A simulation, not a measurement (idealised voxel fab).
Module name: voxel transistor to metal (process module)
The cross-section shown here is cut; it is 150 nm wide and divided into square cells measuring 5 nm on a side.
If you're reading a cross-section in this doc, picture square cells in a grid; it comes to you as bands, top ones listed first down to the bottom, and a band can be one or more rows of cells. Band: top and bottom heights (nm) first, top before bottom; then materials from left to right, widths in nm. "throughout" marks a sole material filling the band edge to edge. "air" denotes empty space. For the purposes of this specification, 0 denotes the height below which the wafer in its as-received condition is composed wholly of one material, and the lowermost band, lacking a lower limit, extends downward without end, as expressed in "top 0, no bottom". A two-number width, for instance "30 to 40", indicates that the width is equal to the first number in the top row of the band and to the second number in the bottom row, and that it changes by a constant amount per row of cells. Where the words "changes: none" appear for a step, the cross-section shows no cell changed by that step; every cell remained as before. Closed empty spaces (no open way to the top) of 8 cells or more are what "Enclosed void list" lists, each as width x height at distance from the left edge, nm for all three. Post-settings text on a step line: simulator's own remark regarding the step. Regarding "overlay nm": on a step with a mask, it is the distance the mask lay to the right of its planned place; a negative value places it to the left.
The steps planned for the process are as follows
- 1: RECEIVE with material Si
- 2: CONFORMAL_DEP with material SiO2, thk nm 5
- 3: CONFORMAL_DEP with material SiN, thk nm 10
- 4: PATTERN with tone cover, mask id ACTIVE, material resist, width nm 90, thk nm 15, overlay nm 0
- 5: DIRECTIONAL_ETCH with etch materials SiN, depth nm 10
- 6: DIRECTIONAL_ETCH with etch materials SiO2, depth nm 5
- 7: DIRECTIONAL_ETCH with etch materials Si, depth nm 30
- 8: STRIP with etch materials resist
- 9: FILL_DEP with material SiO2, thk nm 5
- 10: CMP with height nm 15
- 11: SELECTIVE_ETCH with etch materials SiO2, depth nm 5
- 12: STRIP with etch materials SiN
- 13: SELECTIVE_ETCH with etch materials SiO2, depth nm 5
- 14: OXIDIZE with depth nm 5
- 15: DIRECTIONAL_DEP with material polySi, thk nm 30
- 16: DIRECTIONAL_DEP with material SiCN, thk nm 15
- 17: DIRECTIONAL_DEP with material aC, thk nm 15
- 18: PATTERN with tone cover, mask id GATE, material resist, width nm 20, thk nm 35, overlay nm 0
- 19: DIRECTIONAL_ETCH with etch materials aC, depth nm 15
- 20: STRIP with etch materials resist
- 21: DIRECTIONAL_ETCH with etch materials SiCN, depth nm 25
- 22: DIRECTIONAL_ETCH with etch materials polySi, depth nm 40
- 23: STRIP with etch materials aC
- 24: CONFORMAL_DEP with material SiN, thk nm 5
- 25: DIRECTIONAL_ETCH with etch materials SiN, depth nm 5
- 26: DIRECTIONAL_ETCH with etch materials SiO2, depth nm 5
- 27: DIRECTIONAL_ETCH with etch materials Si, depth nm 10
- 28: EPI with material SiGe, thk nm 15
- 29: FILL_DEP with material SiO2, thk nm 10
- 30: CMP with height nm 45
- 31: DIRECTIONAL_DEP with material SiO2, thk nm 15
- 32: DIRECTIONAL_DEP with material aC, thk nm 15
- 33: PATTERN with tone open, mask id CONTACT, material resist, width nm 15, pitch nm 65, thk nm 35, overlay nm 0
- 34: DIRECTIONAL_ETCH with etch materials aC, depth nm 15
- 35: STRIP with etch materials resist
- 36: DIRECTIONAL_ETCH with etch materials SiO2, depth nm 60
- 37: STRIP with etch materials aC
- 38: CONFORMAL_DEP with material TiN, thk nm 5
- 39: FILL_DEP with material Ru, thk nm 5
- 40: CMP with height nm 60
- 41: CONFORMAL_DEP with material SiN, thk nm 5
- 42: DIRECTIONAL_DEP with material SiO2, thk nm 25
- 43: MASKED_ETCH with tone open, mask id METAL_1, width nm 15, pitch nm 65, etch materials SiO2, depth nm 25, overlay nm 0
- 44: MASKED_ETCH with tone open, mask id METAL_1, width nm 15, pitch nm 65, etch materials SiN, depth nm 5, overlay nm 0
- 45: CONFORMAL_DEP with material TiN, thk nm 5
- 46: FILL_DEP with material Ru, thk nm 5
- 47: CMP with height nm 90
- 48: CONFORMAL_DEP with material SiCN, thk nm 5
So this is the incoming wafer in cross-section - it's already been through step 1
	top 0, no bottom | Si throughout
	Enclosed void list: none
Cross-section: first of two wafers, module finished, run according to plan
	top 95, bottom 90 | SiCN throughout
	top 90, bottom 65 | SiO2=35 | TiN=5 | Ru=5 | TiN=5 | SiO2=50 | TiN=5 | Ru=5 | TiN=5 | SiO2=35
	top 65, bottom 60 | SiN=35 | TiN=15 | SiN=50 | TiN=15 | SiN=35
	top 60, bottom 45 | SiO2=35 | TiN=5 | Ru=5 | TiN=5 | SiO2=50 | TiN=5 | Ru=5 | TiN=5 | SiO2=35
	top 45, bottom 30 | SiO2=35 | TiN=5 | Ru=5 | TiN=5 | SiO2=10 | SiN=5 | SiCN=20 | SiN=5 | SiO2=10 | TiN=5 | Ru=5 | TiN=5 | SiO2=35
	top 30, bottom 15 | SiO2=35 | TiN=5 | Ru=5 | TiN=5 | SiO2=10 | SiN=5 | polySi=20 | SiN=5 | SiO2=10 | TiN=5 | Ru=5 | TiN=5 | SiO2=35
	top 15, bottom 10 | SiO2=35 | TiN=15 | SiO2=10 | SiN=5 | polySi=20 | SiN=5 | SiO2=10 | TiN=15 | SiO2=35
	top 10, bottom 5 | SiO2=35 | TiN=10 | SiGe=15 | SiN=5 | polySi=20 | SiN=5 | SiGe=15 | TiN=10 | SiO2=35
	top 5, bottom 0 | SiO2=25 | SiN=5 | SiO2=5 | TiN=10 | SiGe=15 | SiN=5 | polySi=20 | SiN=5 | SiGe=15 | TiN=10 | SiO2=5 | SiN=5 | SiO2=25
	top 0, bottom -5 | SiO2=30 | SiGe=30 | SiO2=30 | SiGe=30 | SiO2=30
	top -5, bottom -15 | SiO2=30 | SiGe=30 | Si=30 | SiGe=30 | SiO2=30
	top -15, bottom -30 | SiO2=30 | Si=90 | SiO2=30
	top -30, no bottom | Si throughout
	Enclosed void list: none
Second wafer cross-section at end of module - shared start and plan with the first, one mistake in the run
	top 95, bottom 90 | SiCN throughout
	top 90, bottom 65 | SiO2=35 | TiN=5 | Ru=5 | TiN=5 | SiO2=50 | TiN=5 | Ru=5 | TiN=5 | SiO2=35
	top 65, bottom 60 | SiN=35 | TiN=15 | SiN=50 | TiN=15 | SiN=35
	top 60, bottom 45 | SiO2=35 | TiN=5 | Ru=5 | TiN=5 | SiO2=50 | TiN=5 | Ru=5 | TiN=5 | SiO2=35
	top 45, bottom 30 | SiO2=35 | TiN=5 | Ru=5 | TiN=5 | SiO2=10 | SiN=5 | SiCN=20 | SiN=5 | SiO2=10 | TiN=5 | Ru=5 | TiN=5 | SiO2=35
	top 30, bottom 15 | SiO2=35 | TiN=5 | Ru=5 | TiN=5 | SiO2=10 | SiN=5 | polySi=20 | SiN=5 | SiO2=10 | TiN=5 | Ru=5 | TiN=5 | SiO2=35
	top 15, bottom 10 | SiO2=35 | TiN=15 | SiO2=10 | SiN=5 | polySi=20 | SiN=5 | SiO2=10 | TiN=15 | SiO2=35
	top 10, bottom 5 | SiO2=35 | TiN=10 | SiGe=15 | SiN=5 | polySi=20 | SiN=5 | SiGe=15 | TiN=10 | SiO2=35
	top 5, bottom 0 | SiO2=30 | SiN=5 | TiN=10 | SiGe=15 | SiN=5 | polySi=20 | SiN=5 | SiGe=15 | TiN=10 | SiO2=5 | SiN=5 | SiO2=25
	top 0, bottom -5 | SiO2=35 | SiGe=25 | SiO2=30 | SiGe=30 | SiO2=30
	top -5, bottom -15 | SiO2=35 | SiGe=25 | Si=30 | SiGe=30 | SiO2=30
	top -15, bottom -30 | SiO2=35 | Si=85 | SiO2=30
	top -30, no bottom | Si throughout
	Enclosed void list: none
Error vs. plan: step 4 off recipe, ran as PATTERN with tone cover, mask id ACTIVE, material resist, width nm 85, thk nm 15, overlay nm 0
FYI, end of process, the second wafer has more or fewer cells of some materials than the first: 3 fewer of Si | 3 fewer of SiGe | 6 more of SiO2
